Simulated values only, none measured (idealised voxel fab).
Presented below is a process module, voxel transistor to metal.
Xsec cut, 285 nm wide, square cell size 5 nm.
A cross-section is written here as square cells arranged in a grid, and it is given in bands from the top down, each band taking up one or more rows of cells.
Heads up on the band format: heights come first, top then bottom, in nm. After that it's the materials left to right, each with its width in nm. A single material flagged "all across" fills the whole band edge to edge, and "empty" means there's empty space there.
Note: height 0 marks the level under which the wafer is uniformly one material as received. Lowest band unbounded below, written "from 0 down".
Quick explanation for "30 to 40": the width changes in equal steps down the rows of cells, from the first number in the band's top row to the second number in its bottom row.
"everything unchanged" after a step means that no cell of the cross-section changed.
"Enclosed empty spaces": sealed empty spaces, 8 cells or more, no open way to top, listed width x height at distance, with distance from the left edge and width, height and distance in nm.
Note: text after step settings on the step line = simulator remark on that step.
When a step includes a mask, the "overlay nm" setting on its line states how far to the right of its planned place that mask lay, and negative values state how far to the left.
Listed below are the process steps as planned:
| 1 | RECEIVE,material Si |
| 2 | CONFORMAL_DEP,material SiO2,thk nm 5 |
| 3 | CONFORMAL_DEP,material SiN,thk nm 10 |
| 4 | PATTERN,tone cover,mask id ACTIVE,material resist,width nm 115,pitch nm 135,thk nm 20,overlay nm 0 |
| 5 | DIRECTIONAL_ETCH,etch materials SiN,depth nm 10 |
| 6 | DIRECTIONAL_ETCH,etch materials SiO2,depth nm 5 |
| 7 | DIRECTIONAL_ETCH,etch materials Si,depth nm 20 |
| 8 | STRIP,etch materials resist |
| 9 | FILL_DEP,material SiO2,thk nm 5 |
| 10 | CMP,height nm 15 |
| 11 | SELECTIVE_ETCH,etch materials SiO2,depth nm 10 |
| 12 | STRIP,etch materials SiN |
| 13 | SELECTIVE_ETCH,etch materials SiO2,depth nm 5 |
| 14 | OXIDIZE,depth nm 5 |
| 15 | DIRECTIONAL_DEP,material polySi,thk nm 30 |
| 16 | DIRECTIONAL_DEP,material SiCN,thk nm 15 |
| 17 | PATTERN,tone cover,mask id GATE,material resist,width nm 25,pitch nm 135,thk nm 20,overlay nm 0 |
| 18 | DIRECTIONAL_ETCH,etch materials SiCN,depth nm 25 |
| 19 | DIRECTIONAL_ETCH,etch materials polySi,depth nm 40 |
| 20 | STRIP,etch materials resist |
| 21 | CONFORMAL_DEP,material SiO2,thk nm 5 |
| 22 | DIRECTIONAL_ETCH,etch materials SiO2,depth nm 5 |
| 23 | CONFORMAL_DEP,material SiN,thk nm 5 |
| 24 | DIRECTIONAL_ETCH,etch materials SiN,depth nm 5 |
| 25 | DIRECTIONAL_ETCH,etch materials SiO2,depth nm 5 |
| 26 | DIRECTIONAL_ETCH,etch materials Si,depth nm 10 |
| 27 | EPI,material pSi,thk nm 15 |
| 28 | FILL_DEP,material SiO2,thk nm 5 |
| 29 | CMP,height nm 45 |
| 30 | DIRECTIONAL_DEP,material SiO2,thk nm 10 |
| 31 | PATTERN,tone open,mask id CONTACT,material resist,width nm 15,thk nm 15,overlay nm 0 |
| 32 | DIRECTIONAL_ETCH,etch materials SiO2,depth nm 55 |
| 33 | STRIP,etch materials resist |
| 34 | CONFORMAL_DEP,material TiN,thk nm 5 |
| 35 | FILL_DEP,material W,thk nm 10 |
| 36 | CMP,height nm 55 |
| 37 | CONFORMAL_DEP,material SiCN,thk nm 5 |
| 38 | DIRECTIONAL_DEP,material SiO2,thk nm 20 |
| 39 | DIRECTIONAL_DEP,material aC,thk nm 10 |
| 40 | PATTERN,tone open,mask id METAL_1,material resist,width nm 15,thk nm 30,overlay nm 0 |
| 41 | DIRECTIONAL_ETCH,etch materials aC,depth nm 10 |
| 42 | STRIP,etch materials resist |
| 43 | DIRECTIONAL_ETCH,etch materials SiO2,depth nm 20 |
| 44 | DIRECTIONAL_ETCH,etch materials SiCN,depth nm 5 |
| 45 | STRIP,etch materials aC |
| 46 | CONFORMAL_DEP,material TiN,thk nm 5 |
| 47 | FILL_DEP,material Cu,thk nm 5 |
| 48 | CMP,height nm 80 |
| 49 | CONFORMAL_DEP,material SiCN,thk nm 5 |
| 50 | DIRECTIONAL_DEP,material lowk,thk nm 35 |
| 51 | PATTERN,tone open,mask id METAL_2,material resist,width nm 15,pitch nm 135,thk nm 15,overlay nm 0 |
| 52 | DIRECTIONAL_ETCH,etch materials lowk,depth nm 20 |
| 53 | STRIP,etch materials resist |
| 54 | MASKED_ETCH,tone open,mask id METAL_2_HOLES,width nm 15,pitch nm 135,etch materials lowk,depth nm 15,overlay nm 0 |
| 55 | MASKED_ETCH,tone open,mask id METAL_2_HOLES,width nm 15,pitch nm 135,etch materials SiCN,depth nm 5,overlay nm 0 |
| 56 | CONFORMAL_DEP,material TiN,thk nm 5 |
| 57 | FILL_DEP,material Ru,thk nm 5 |
| 58 | CMP,height nm 120 |
| 59 | CONFORMAL_DEP,material SiN,thk nm 5 |
Incoming wafer, cross-sectional view, post step 1:
* from 0 down: Si all across
* Enclosed empty spaces: none
As-planned run: cross-section of the first of two wafers at end of module:
* from 125 to 120: SiN all across
* from 120 to 85: lowk 25  TiN 5  Ru 5  TiN 5  lowk 120  TiN 5  Ru 5  TiN 5  lowk 110
* from 85 to 80: SiCN 25  TiN 15  SiCN 120  TiN 15  SiCN 110
* from 80 to 60: SiO2 25  TiN 5  Cu 5  TiN 5  SiO2 65  TiN 5  Cu 5  TiN 5  SiO2 40  TiN 5  Cu 5  TiN 5  SiO2 65  TiN 5  Cu 5  TiN 5  SiO2 30
* from 60 to 55: SiCN 25  TiN 15  SiCN 65  TiN 15  SiCN 40  TiN 15  SiCN 65  TiN 15  SiCN 30
* from 55 to 45: SiO2 25  TiN 5  W 5  TiN 5  SiO2 65  TiN 5  W 5  TiN 5  SiO2 40  TiN 5  W 5  TiN 5  SiO2 65  TiN 5  W 5  TiN 5  SiO2 30
* from 45 to 30: SiO2 25  TiN 5  W 5  TiN 5  SiO2 10  SiN 5  SiO2 5  SiCN 25  SiO2 5  SiN 5  SiO2 10  TiN 5  W 5  TiN 5  SiO2 40  TiN 5  W 5  TiN 5  SiO2 10  SiN 5  SiO2 5  SiCN 25  SiO2 5  SiN 5  SiO2 10  TiN 5  W 5  TiN 5  SiO2 30
* from 30 to 15: SiO2 25  TiN 5  W 5  TiN 5  SiO2 10  SiN 5  SiO2 5  polySi 25  SiO2 5  SiN 5  SiO2 10  TiN 5  W 5  TiN 5  SiO2 40  TiN 5  W 5  TiN 5  SiO2 10  SiN 5  SiO2 5  polySi 25  SiO2 5  SiN 5  SiO2 10  TiN 5  W 5  TiN 5  SiO2 30
* from 15 to 10: SiO2 25  TiN 15  SiO2 10  SiN 5  SiO2 5  polySi 25  SiO2 5  SiN 5  SiO2 10  TiN 15  SiO2 40  TiN 15  SiO2 10  SiN 5  SiO2 5  polySi 25  SiO2 5  SiN 5  SiO2 10  TiN 15  SiO2 30
* from 10 to 0: SiO2 25  TiN 10  pSi 15  SiN 5  SiO2 5  polySi 25  SiO2 5  SiN 5  pSi 15  TiN 10  SiO2 40  TiN 10  pSi 15  SiN 5  SiO2 5  polySi 25  SiO2 5  SiN 5  pSi 15  TiN 10  SiO2 30
* from 0 to -5: SiO2 10  pSi 40  SiO2 45  pSi 40  SiO2 10  pSi 40  SiO2 45  pSi 40  SiO2 15
* from -5 to -15: SiO2 15  pSi 35  Si 45  pSi 35  SiO2 20  pSi 35  Si 45  pSi 35  SiO2 20
* from -15 to -20: SiO2 15  Si 115  SiO2 20  Si 115  SiO2 20
* from -20 down: Si all across
* Enclosed empty spaces: none
Module end: cross-section of wafer two of two. Same start and process plan as the first wafer. One mistake during execution:
* from 125 to 120: SiN all across
* from 120 to 85: lowk 25  TiN 5  Ru 5  TiN 5  lowk 120  TiN 5  Ru 5  TiN 5  lowk 110
* from 85 to 80: SiCN 25  TiN 15  SiCN 120  TiN 15  SiCN 110
* from 80 to 60: SiO2 25  TiN 5  Cu 5  TiN 5  SiO2 65  TiN 5  Cu 5  TiN 5  SiO2 40  TiN 5  Cu 5  TiN 5  SiO2 65  TiN 5  Cu 5  TiN 5  SiO2 30
* from 60 to 55: SiCN 25  TiN 15  SiCN 65  TiN 15  SiCN 40  TiN 15  SiCN 65  TiN 15  SiCN 30
* from 55 to 50: SiO2 25  TiN 5  W 5  TiN 5  SiO2 65  TiN 5  W 5  TiN 5  SiO2 40  TiN 5  W 5  TiN 5  SiO2 65  TiN 5  W 5  TiN 5  SiO2 30
* from 50 to 45: SiO2 25  TiN 15  SiO2 65  TiN 15  SiO2 40  TiN 15  SiO2 65  TiN 15  SiO2 30
* from 45 to 30: SiCN 60  SiO2 5  SiN 5  SiO2 5  SiN 5  SiO2 5  SiCN 110  SiO2 5  SiN 5  SiO2 5  SiN 5  SiO2 5  SiCN 65
* from 30 to 10: polySi 60  SiO2 5  SiN 5  SiO2 5  SiN 5  SiO2 5  polySi 110  SiO2 5  SiN 5  SiO2 5  SiN 5  SiO2 5  polySi 65
* from 10 to 0: polySi 60  SiO2 5  SiN 5  pSi 5  SiN 5  SiO2 5  polySi 110  SiO2 5  SiN 5  pSi 5  SiN 5  SiO2 5  polySi 65
* from 0 to -5: SiO2 70  pSi 5  SiO2 130  pSi 5  SiO2 75
* from -5 to -15: SiO2 15  Si 55  pSi 5  Si 55  SiO2 20  Si 55  pSi 5  Si 55  SiO2 20
* from -15 to -20: SiO2 15  Si 115  SiO2 20  Si 115  SiO2 20
* from -20 down: Si all across
* Enclosed empty spaces: none
In executing the process, a mistake was made relative to the plan: heads up, step 17 didn't go per plan, it actually ran as PATTERN,tone open,mask id GATE,material resist,width nm 25,pitch nm 135,thk nm 20,overlay nm 0
It is noted that, at the conclusion of processing, the second wafer exhibits a higher or lower cell count for certain materials relative to the first: +52 Si, +111 SiCN, -183 SiO2, -72 TiN, -28 W, -102 pSi, +222 polySi
